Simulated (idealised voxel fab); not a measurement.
You're looking at the process module voxel capacitor over wiring.
The cross-section shown here is cut; it is 165 nm wide and divided into square cells measuring 5 nm on a side.
Format of a cross-section: grid, square cells. Given as bands. Order: top down. Band: one or more rows of cells.
Each band's line starts with the height of the band's top and of its bottom, in nm. Then come its materials from left to right, each with its width in nm. One material with "edge to edge" fills the band from edge to edge. "blank" is empty space.
All heights in this document are referenced to 0, defined as the level beneath which the wafer, as received, consists entirely of one material. The lowest band is not bounded below; it extends indefinitely downward and is written in the form "top 0, no bottom".
It should be noted that a width expressed as "30..40" varies in equal increments from row to row of cells within the band, taking the value of the first number at the top row and that of the second number at the bottom row.
A step reported as "remained the same" is a step in which no cell of the cross-section changed.
Any empty space of 8 cells or more lacking an open way to the top shows up in "Completely enclosed voids" as width x height at distance, distance from the left edge, in nm.
On a step's line, text after the settings is the simulator commenting on that step.
What "overlay nm" on a step's line means: if the step has a mask, that mask lay this far to the right of its planned place, or, when the value is negative, to the left.
plan:
1. RECEIVE (material Si)
2. CONFORMAL_DEP (material SiO2; thk nm 10)
3. DIRECTIONAL_DEP (material TiN; thk nm 5)
4. DIRECTIONAL_DEP (material W; thk nm 15)
5. MASKED_ETCH (tone cover; mask id METAL_1; width nm 30; pitch nm 95; etch materials W; depth nm 15; overlay nm 0)
6. MASKED_ETCH (tone cover; mask id METAL_1; width nm 30; pitch nm 95; etch materials TiN; depth nm 5; overlay nm 0)
7. FILL_DEP (material lowk; thk nm 10)
8. CMP (height nm 30)
9. CONFORMAL_DEP (material SiCN; thk nm 5)
10. DIRECTIONAL_DEP (material SiO2; thk nm 20)
11. PATTERN (tone open; mask id PLUG_1; material resist; width nm 15; thk nm 15; overlay nm 0)
12. DIRECTIONAL_ETCH (etch materials SiO2; depth nm 20)
13. DIRECTIONAL_ETCH (etch materials SiCN; depth nm 5)
14. STRIP (etch materials resist)
15. CONFORMAL_DEP (material TiN; thk nm 5)
16. FILL_DEP (material W; thk nm 5)
17. CMP (height nm 55)
18. DIRECTIONAL_DEP (material TiN; thk nm 10)
19. DIRECTIONAL_DEP (material SiN; thk nm 5)
20. DIRECTIONAL_DEP (material TiN; thk nm 5)
21. DIRECTIONAL_DEP (material aC; thk nm 10)
22. PATTERN (tone cover; mask id UPPER_PLATE; material resist; width nm 70; thk nm 30; overlay nm 0)
23. DIRECTIONAL_ETCH (etch materials aC; depth nm 10)
24. STRIP (etch materials resist)
25. DIRECTIONAL_ETCH (etch materials TiN; depth nm 5)
26. DIRECTIONAL_ETCH (etch materials SiN; depth nm 5)
27. STRIP (etch materials aC)
28. PATTERN (tone cover; mask id LOWER_PLATE; material resist; width nm 80; thk nm 15; overlay nm 0)
29. DIRECTIONAL_ETCH (etch materials TiN; depth nm 10)
30. STRIP (etch materials resist)
31. FILL_DEP (material SiO2; thk nm 20)
32. CMP (height nm 90)
33. MASKED_ETCH (tone open; mask id PLUG_2; width nm 15; etch materials SiO2; depth nm 15; overlay nm 0)
34. CONFORMAL_DEP (material TiN; thk nm 5)
35. FILL_DEP (material Ru; thk nm 5)
36. CMP (height nm 90)
37. CONFORMAL_DEP (material SiN; thk nm 5)
First of two wafers, with the run carried out as planned:
Delivered wafer in cross-section: state after step 1:
> top 0, no bottom | Si edge to edge
> Completely enclosed voids: none
You're looking at a cross-section of the wafer after step 2:
> top 10, bottom 0 | SiO2 edge to edge
> Under 0: no change, same as before.
You're looking at a cross-section of the wafer after step 3:
> top 15, bottom 10 | TiN edge to edge
> Under 10: no change, same as before.
You're looking at a cross-section of the wafer after step 4:
> top 30, bottom 15 | W edge to edge
> Under 15: no change, same as before.
You're looking at a cross-section of the wafer after step 5:
> top 30, bottom 15 | blank: 20, W: 30, blank: 65, W: 30, blank: 20
> Under 15: no change, same as before.
You're looking at a cross-section of the wafer after step 6:
> top 30, bottom 15 | blank: 20, W: 30, blank: 65, W: 30, blank: 20
> top 15, bottom 10 | blank: 20, TiN: 30, blank: 65, TiN: 30, blank: 20
> Under 10: no change, same as before.
You're looking at a cross-section of the wafer after step 7:
> top 40, bottom 30 | lowk edge to edge
> top 30, bottom 15 | lowk: 20, W: 30, lowk: 65, W: 30, lowk: 20
> top 15, bottom 10 | lowk: 20, TiN: 30, lowk: 65, TiN: 30, lowk: 20
> Under 10: no change, same as before.
You're looking at a cross-section of the wafer after step 8:
> top 30, bottom 15 | lowk: 20, W: 30, lowk: 65, W: 30, lowk: 20
> Under 15: no change, same as before.
You're looking at a cross-section of the wafer after step 9:
> top 35, bottom 30 | SiCN edge to edge
> Under 30: no change, same as before.
You're looking at a cross-section of the wafer after step 10:
> top 55, bottom 35 | SiO2 edge to edge
> Under 35: no change, same as before.
You're looking at a cross-section of the wafer after step 11:
> top 70, bottom 55 | resist: 35, blank: 15, resist: 115
> Under 55: no change, same as before.
You're looking at a cross-section of the wafer after step 12:
> top 70, bottom 55 | resist: 35, blank: 15, resist: 115
> top 55, bottom 35 | SiO2: 35, blank: 15, SiO2: 115
> Under 35: no change, same as before.
You're looking at a cross-section of the wafer after step 13:
> top 70, bottom 55 | resist: 35, blank: 15, resist: 115
> top 55, bottom 35 | SiO2: 35, blank: 15, SiO2: 115
> top 35, bottom 30 | SiCN: 35, blank: 15, SiCN: 115
> Under 30: no change, same as before.
You're looking at a cross-section of the wafer after step 14:
> top 55, bottom 35 | SiO2: 35, blank: 15, SiO2: 115
> Under 35: no change, same as before.
You're looking at a cross-section of the wafer after step 15:
> top 60, bottom 55 | TiN: 40, blank: 5, TiN: 120
> top 55, bottom 35 | SiO2: 35, TiN: 5, blank: 5, TiN: 5, SiO2: 115
> top 35, bottom 30 | SiCN: 35, TiN: 15, SiCN: 115
> Under 30: no change, same as before.
You're looking at a cross-section of the wafer after step 16:
> top 65, bottom 60 | W edge to edge
> top 60, bottom 55 | TiN: 40, W: 5, TiN: 120
> top 55, bottom 35 | SiO2: 35, TiN: 5, W: 5, TiN: 5, SiO2: 115
> Under 35: no change, same as before.
You're looking at a cross-section of the wafer after step 17:
> top 55, bottom 35 | SiO2: 35, TiN: 5, W: 5, TiN: 5, SiO2: 115
> Under 35: no change, same as before.
You're looking at a cross-section of the wafer after step 18:
> top 65, bottom 55 | TiN edge to edge
> Under 55: no change, same as before.
You're looking at a cross-section of the wafer after step 19:
> top 70, bottom 65 | SiN edge to edge
> Under 65: no change, same as before.
You're looking at a cross-section of the wafer after step 20:
> top 75, bottom 70 | TiN edge to edge
> Under 70: no change, same as before.
You're looking at a cross-section of the wafer after step 21:
> top 85, bottom 75 | aC edge to edge
> Under 75: no change, same as before.
You're looking at a cross-section of the wafer after step 22:
> top 115, bottom 85 | blank: 35, resist: 70, blank: 60
> Under 85: no change, same as before.
You're looking at a cross-section of the wafer after step 23:
> top 105, bottom 85 | blank: 35, resist: 70, blank: 60
> top 85, bottom 75 | blank: 35, aC: 70, blank: 60
> Under 75: no change, same as before.
You're looking at a cross-section of the wafer after step 24:
> top 85, bottom 75 | blank: 35, aC: 70, blank: 60
> Under 75: no change, same as before.
You're looking at a cross-section of the wafer after step 25:
> top 85, bottom 75 | blank: 35, aC: 70, blank: 60
> top 75, bottom 70 | blank: 35, TiN: 70, blank: 60
> Under 70: no change, same as before.
You're looking at a cross-section of the wafer after step 26:
> top 85, bottom 75 | blank: 35, aC: 70, blank: 60
> top 75, bottom 70 | blank: 35, TiN: 70, blank: 60
> top 70, bottom 65 | blank: 35, SiN: 70, blank: 60
> Under 65: no change, same as before.
You're looking at a cross-section of the wafer after step 27:
> top 75, bottom 70 | blank: 35, TiN: 70, blank: 60
> Under 70: no change, same as before.
You're looking at a cross-section of the wafer after step 28:
> top 90, bottom 75 | blank: 30, resist: 80, blank: 55
> top 75, bottom 70 | blank: 30, resist: 5, TiN: 70, resist: 5, blank: 55
> top 70, bottom 65 | blank: 30, resist: 5, SiN: 70, resist: 5, blank: 55
> Under 65: no change, same as before.
You're looking at a cross-section of the wafer after step 29:
> top 90, bottom 75 | blank: 30, resist: 80, blank: 55
> top 75, bottom 70 | blank: 30, resist: 5, TiN: 70, resist: 5, blank: 55
> top 70, bottom 65 | blank: 30, resist: 5, SiN: 70, resist: 5, blank: 55
> top 65, bottom 55 | blank: 30, TiN: 80, blank: 55
> Under 55: no change, same as before.
You're looking at a cross-section of the wafer after step 30:
> top 75, bottom 70 | blank: 35, TiN: 70, blank: 60
> top 70, bottom 65 | blank: 35, SiN: 70, blank: 60
> Under 65: no change, same as before.
You're looking at a cross-section of the wafer after step 31:
> top 95, bottom 75 | SiO2 edge to edge
> top 75, bottom 70 | SiO2: 35, TiN: 70, SiO2: 60
> top 70, bottom 65 | SiO2: 35, SiN: 70, SiO2: 60
> top 65, bottom 55 | SiO2: 30, TiN: 80, SiO2: 55
> Under 55: no change, same as before.
You're looking at a cross-section of the wafer after step 32:
> top 90, bottom 75 | SiO2 edge to edge
> Under 75: no change, same as before.
You're looking at a cross-section of the wafer after step 33:
> top 90, bottom 75 | SiO2: 45, blank: 15, SiO2: 105
> Under 75: no change, same as before.
You're looking at a cross-section of the wafer after step 34:
> top 95, bottom 90 | TiN: 50, blank: 5, TiN: 110
> top 90, bottom 80 | SiO2: 45, TiN: 5, blank: 5, TiN: 5, SiO2: 105
> top 80, bottom 70 | SiO2: 45..35, TiN: 15..70, SiO2: 105..60
> Under 70: no change, same as before.
You're looking at a cross-section of the wafer after step 35:
> top 100, bottom 95 | Ru edge to edge
> top 95, bottom 90 | TiN: 50, Ru: 5, TiN: 110
> top 90, bottom 80 | SiO2: 45, TiN: 5, Ru: 5, TiN: 5, SiO2: 105
> Under 80: no change, same as before.
You're looking at a cross-section of the wafer after step 36:
> top 90, bottom 80 | SiO2: 45, TiN: 5, Ru: 5, TiN: 5, SiO2: 105
> Under 80: no change, same as before.
You're looking at a cross-section of the wafer after step 37:
> top 95, bottom 90 | SiN edge to edge
> Under 90: no change, same as before.
Here the second wafer is described. Its start and its plan were those of the first wafer. Its run contained one mistake. Up to and including step 27, it did exactly what the first wafer did:
Second wafer at the planned finish of step 28, seen in cross-section:
> top 90, bottom 75 | resist: 30, blank: 80, resist: 55
> top 75, bottom 70 | resist: 30, blank: 5, TiN: 70, blank: 5, resist: 55
> top 70, bottom 65 | resist: 30, blank: 5, SiN: 70, blank: 5, resist: 55
> Under 65: no change, same as before.
Second wafer at the planned finish of step 29, seen in cross-section:
> top 90, bottom 70 | resist: 30, blank: 80, resist: 55
> top 70, bottom 65 | resist: 30, blank: 5, SiN: 70, blank: 5, resist: 55
> top 65, bottom 55 | TiN: 30, blank: 5, TiN: 70, blank: 5, TiN: 55
> Under 55: no change, same as before.
Second wafer at the planned finish of step 30, seen in cross-section:
> top 70, bottom 65 | blank: 35, SiN: 70, blank: 60
> Under 65: no change, same as before.
Second wafer at the planned finish of step 31, seen in cross-section:
> top 90, bottom 70 | SiO2 edge to edge
> top 70, bottom 65 | SiO2: 35, SiN: 70, SiO2: 60
> top 65, bottom 55 | TiN: 30, SiO2: 5, TiN: 70, SiO2: 5, TiN: 55
> Under 55: no change, same as before.
Second wafer at the planned finish of step 32, seen in cross-section: remained the same
Second wafer at the planned finish of step 33, seen in cross-section:
> top 90, bottom 75 | SiO2: 45, blank: 15, SiO2: 105
> Under 75: no change, same as before.
Second wafer at the planned finish of step 34, seen in cross-section:
> top 95, bottom 90 | TiN: 50, blank: 5, TiN: 110
> top 90, bottom 80 | SiO2: 45, TiN: 5, blank: 5, TiN: 5, SiO2: 105
> top 80, bottom 75 | SiO2: 45, TiN: 15, SiO2: 105
> Under 75: no change, same as before.
Second wafer at the planned finish of step 35, seen in cross-section:
> top 100, bottom 95 | Ru edge to edge
> top 95, bottom 90 | TiN: 50, Ru: 5, TiN: 110
> top 90, bottom 80 | SiO2: 45, TiN: 5, Ru: 5, TiN: 5, SiO2: 105
> Under 80: no change, same as before.
Second wafer at the planned finish of step 36, seen in cross-section:
> top 90, bottom 80 | SiO2: 45, TiN: 5, Ru: 5, TiN: 5, SiO2: 105
> Under 80: no change, same as before.
Second wafer at the planned finish of step 37, seen in cross-section:
> top 95, bottom 90 | SiN edge to edge
> Under 90: no change, same as before.
The plan and the run diverged here: off-plan run, step 28, actual operation and settings PATTERN (tone open; mask id LOWER_PLATE; material resist; width nm 80; thk nm 15; overlay nm 0)
Once processing is complete, comparing cell counts shows that the second wafer has more or fewer of certain materials than the first: -16 SiO2, +16 TiN
